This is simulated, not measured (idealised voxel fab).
Documented hereafter: the process module known as voxel released beams.
Xsec cut, 170 nm wide, square cell size 5 nm.
Cross-section format: a grid of square cells, given as bands from top to bottom; each band is one or more rows of cells. It is stipulated that each band's entry specify, in nanometres, the height of the top of the band and then that of its bottom, followed by the materials of the band in left-to-right sequence, each together with its width in nanometres. A single material marked by the word "full width" is understood to fill the band from edge to edge; the word "air" is understood to denote empty space. Heights are measured from 0, the level below which the as-received wafer is all one material; the lowest band has no bottom and continues downward, written as in "0 nm and below". A width given as "30->40" starts at the first number in the band's top row and ends at the second number in its bottom row, shifting by an equal amount at every step from row to row. Any step labelled "nothing changed" changed none of the cells in the cross-section. Enclosed voids (no open way to top), threshold 8 cells or more, entry "Enclosed internal voids", notation width x height at distance, distance from left edge, nm. What comes after the settings on a step's line is commentary from the simulator itself on that step. A step's line can hold "overlay nm"; with a mask on that step, the setting says how far right of the planned place the mask lay, while a negative setting says it lay to the left.

Set out below are the planned steps of the process:
- 1: RECEIVE | material Si
- 2: CONFORMAL_DEP | material Al2O3 | thk nm 10
- 3: DIRECTIONAL_DEP | material SiO2 | thk nm 20
- 4: PATTERN | tone open | mask id ANCHOR | material resist | width nm 30 | thk nm 20 | overlay nm 0
- 5: DIRECTIONAL_ETCH | etch materials SiO2 | depth nm 20
- 6: STRIP | etch materials resist
- 7: CONFORMAL_DEP | material W | thk nm 10
- 8: PATTERN | tone cover | mask id BEAM | material resist | width nm 75 | thk nm 15 | overlay nm 0
- 9: DIRECTIONAL_ETCH | etch materials W | depth nm 10
- 10: STRIP | etch materials resist
- 11: STRIP | etch materials SiO2

Step 1 complete: cross-section of the wafer as received:
  0 nm and below: Si full width
  Enclosed internal voids: none

Looking at the first of two wafers in cross-section at end of module - ran to plan:
  40 nm to 30 nm: 45 of air | 15 of W | 10 of air | 50 of W | 50 of air
  30 nm to 20 nm: 50 of air | 10 of W | 10 of air | 10 of W | 90 of air
  20 nm to 10 nm: 50 of air | 30 of W | 90 of air
  10 nm to 0 nm: Al2O3 full width
  0 nm and below: Si full width
  Enclosed internal voids: none

This cross-section belongs to the second wafer of two at the end of the module; the start and the plan were shared with the first, and the run included one mistake:
  40 nm to 30 nm: 45 of air | 75 of W | 50 of air
  30 nm to 10 nm: W full width
  10 nm to 0 nm: Al2O3 full width
  0 nm and below: Si full width
  Enclosed internal voids: none
What broke from the plan during processing? step 3 ran with different settings than intended, the actual operation and settings being DIRECTIONAL_DEP | material W | thk nm 20
The second wafer ends with more or fewer cells of some materials than the first, per final count: W: 120 more
